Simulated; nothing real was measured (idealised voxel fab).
The document below concerns the process module designated voxel wiring stack.
165 nm wide, 5 nm square cells: that's cross-section cut.
We lay out every cross-section as a grid of square cells and spell it out in bands from the top down, where one band means one or more rows of cells. Within each band entry, the heights of the top and of the bottom of the band appear first, in that order and in nm; the materials of the band then follow from left to right, each with its corresponding width in nm. The designation "throughout" on a single material indicates that it fills the band from edge to edge; the designation "empty" indicates empty space. Height reference: 0 = level under which incoming wafer is all one material. Lowest band: no bottom, runs on downward, e.g. "top 0, no bottom". Width "30 to 40": first value at the band's top row of cells, second value at its bottom row, equal change from row to row. It should be understood that the words "stayed the same", when stated for a given step, signify that the cross-section underwent no change in any of its cells during that step. Each empty space that has no open way to the top and spans at least 8 cells appears under "Enclosed internal cavities" as width x height at distance, the distance counted from the left edge, all in nm. The remark found on a step's line after its settings is issued by the simulator itself and pertains to that step. If you see "overlay nm" on a step's line and that step has a mask, it's telling you how far right of where it was planned the mask ended up; a negative number means it went left instead.

The process steps that were planned are listed below:
| 1 | op RECEIVE | material Si |
| 2 | op CONFORMAL_DEP | material SiO2 | thk nm 10 |
| 3 | op CONFORMAL_DEP | material SiCN | thk nm 5 |
| 4 | op DIRECTIONAL_DEP | material SiO2 | thk nm 25 |
| 5 | op DIRECTIONAL_DEP | material aC | thk nm 10 |
| 6 | op PATTERN | tone open | mask id METAL_1 | material resist | width nm 30 | pitch nm 45 | thk nm 25 | overlay nm 0 |
| 7 | op DIRECTIONAL_ETCH | etch materials aC | depth nm 10 |
| 8 | op STRIP | etch materials resist |
| 9 | op DIRECTIONAL_ETCH | etch materials SiO2 | depth nm 25 |
| 10 | op DIRECTIONAL_ETCH | etch materials SiCN | depth nm 5 |
| 11 | op STRIP | etch materials aC |
| 12 | op CONFORMAL_DEP | material TiN | thk nm 5 |
| 13 | op FILL_DEP | material W | thk nm 5 |
| 14 | op CMP | height nm 40 |
| 15 | op CONFORMAL_DEP | material SiCN | thk nm 5 |
| 16 | op DIRECTIONAL_DEP | material lowk | thk nm 15 |
| 17 | op DIRECTIONAL_DEP | material aC | thk nm 15 |
| 18 | op PATTERN | tone open | mask id PLUG_1 | material resist | width nm 15 | pitch nm 90 | thk nm 35 | overlay nm 0 |
| 19 | op DIRECTIONAL_ETCH | etch materials aC | depth nm 15 |
| 20 | op STRIP | etch materials resist |
| 21 | op DIRECTIONAL_ETCH | etch materials lowk | depth nm 15 |
| 22 | op DIRECTIONAL_ETCH | etch materials SiCN | depth nm 5 |
| 23 | op STRIP | etch materials aC |
| 24 | op EPI | material Ru | thk nm 10 |
| 25 | op EPI | material Ru | thk nm 10 |
| 26 | op DIRECTIONAL_DEP | material TiN | thk nm 5 |
| 27 | op DIRECTIONAL_DEP | material W | thk nm 25 |
| 28 | op MASKED_ETCH | tone cover | mask id METAL_2 | width nm 30 | pitch nm 45 | etch materials W | depth nm 25 | overlay nm 0 |
| 29 | op MASKED_ETCH | tone cover | mask id METAL_2 | width nm 30 | pitch nm 45 | etch materials TiN | depth nm 5 | overlay nm 0 |
| 30 | op CONFORMAL_DEP | material SiCN | thk nm 5 |
| 31 | op FILL_DEP | material SiO2 | thk nm 5 |
| 32 | op CMP | height nm 90 |
| 33 | op CONFORMAL_DEP | material SiCN | thk nm 5 |
| 34 | op DIRECTIONAL_DEP | material lowk | thk nm 25 |
| 35 | op DIRECTIONAL_DEP | material aC | thk nm 15 |
| 36 | op PATTERN | tone open | mask id METAL_3_HOLES | material resist | width nm 15 | pitch nm 45 | thk nm 35 | overlay nm 0 |
| 37 | op DIRECTIONAL_ETCH | etch materials aC | depth nm 15 |
| 38 | op STRIP | etch materials resist |
| 39 | op DIRECTIONAL_ETCH | etch materials lowk | depth nm 25 |
| 40 | op STRIP | etch materials aC |
| 41 | op PATTERN | tone open | mask id METAL_3 | material resist | width nm 30 | pitch nm 45 | thk nm 15 | overlay nm 0 |
| 42 | op DIRECTIONAL_ETCH | etch materials lowk | depth nm 15 |
| 43 | op DIRECTIONAL_ETCH | etch materials SiCN | depth nm 5 |
| 44 | op STRIP | etch materials resist |
| 45 | op CONFORMAL_DEP | material TiN | thk nm 5 |
| 46 | op FILL_DEP | material Cu | thk nm 5 |
| 47 | op CMP | height nm 120 |
| 48 | op CONFORMAL_DEP | material SiCN | thk nm 5 |

Wafer at receipt (post step 1), cross-section:
    top 0, no bottom: Si throughout
    Enclosed internal cavities: none

Cross-section, first of two wafers, end of module, run as planned:
    top 125, bottom 120: SiCN throughout
    top 120, bottom 110: lowk 20, TiN 5, Cu 20, TiN 5, lowk 15, TiN 5, Cu 20, TiN 5, lowk 15, TiN 5, Cu 20, TiN 5, lowk 25
    top 110, bottom 105: lowk 20, TiN 5, Cu 5, TiN 20, lowk 15, TiN 5, Cu 5, TiN 20, lowk 15, TiN 5, Cu 5, TiN 20, lowk 25
    top 105, bottom 95: lowk 20, TiN 5, Cu 5, TiN 5, lowk 30, TiN 5, Cu 5, TiN 5, lowk 30, TiN 5, Cu 5, TiN 5, lowk 40
    top 95, bottom 90: SiCN 20, TiN 15, SiCN 30, TiN 15, SiCN 30, TiN 15, SiCN 40
    top 90, bottom 65: SiO2 15, SiCN 5, W 30, SiCN 5, SiO2 5, SiCN 5, W 30, SiCN 5, SiO2 5, SiCN 5, W 30, SiCN 5, SiO2 20
    top 65, bottom 60: SiCN 20, TiN 30, SiCN 15, TiN 30, SiCN 15, TiN 30, SiCN 25
    top 60, bottom 45: lowk 20, Ru 15, lowk 75, Ru 15, lowk 40
    top 45, bottom 40: SiCN 20, Ru 15, SiCN 75, Ru 15, SiCN 40
    top 40, bottom 15: SiO2 20, TiN 5, W 20, TiN 5, SiO2 15, TiN 5, W 20, TiN 5, SiO2 15, TiN 5, W 20, TiN 5, SiO2 25
    top 15, bottom 10: SiCN 20, TiN 30, SiCN 15, TiN 30, SiCN 15, TiN 30, SiCN 25
    top 10, bottom 0: SiO2 throughout
    top 0, no bottom: Si throughout
    Enclosed internal cavities: none

Cross-section, second wafer: same start as the first, same plan as the first, one mistake in running it; taken at the end of the module:
    top 125, bottom 120: SiCN throughout
    top 120, bottom 110: lowk 20, TiN 5, Cu 20, TiN 5, lowk 15, TiN 5, Cu 20, TiN 5, lowk 15, TiN 5, Cu 20, TiN 5, lowk 25
    top 110, bottom 105: lowk 20, TiN 5, Cu 5, TiN 20, lowk 15, TiN 5, Cu 5, TiN 20, lowk 15, TiN 5, Cu 5, TiN 20, lowk 25
    top 105, bottom 95: lowk 20, TiN 5, Cu 5, TiN 5, lowk 30, TiN 5, Cu 5, TiN 5, lowk 30, TiN 5, Cu 5, TiN 5, lowk 40
    top 95, bottom 90: SiCN 20, TiN 15, SiCN 30, TiN 15, SiCN 30, TiN 15, SiCN 40
    top 90, bottom 65: lowk 15, SiCN 5, W 30, SiCN 5, lowk 5, SiCN 5, W 30, SiCN 5, lowk 5, SiCN 5, W 30, SiCN 5, lowk 20
    top 65, bottom 60: SiCN 20, TiN 30, SiCN 15, TiN 30, SiCN 15, TiN 30, SiCN 25
    top 60, bottom 45: lowk 20, Ru 15, lowk 75, Ru 15, lowk 40
    top 45, bottom 40: SiCN 20, Ru 15, SiCN 75, Ru 15, SiCN 40
    top 40, bottom 15: SiO2 20, TiN 5, W 20, TiN 5, SiO2 15, TiN 5, W 20, TiN 5, SiO2 15, TiN 5, W 20, TiN 5, SiO2 25
    top 15, bottom 10: SiCN 20, TiN 30, SiCN 15, TiN 30, SiCN 15, TiN 30, SiCN 25
    top 10, bottom 0: SiO2 throughout
    top 0, no bottom: Si throughout
    Enclosed internal cavities: none
Deviation from plan: step 31 off recipe, ran as op FILL_DEP | material lowk | thk nm 5
Materials where the second wafer ends with more or fewer cells than the first: -45 SiO2; +45 lowk
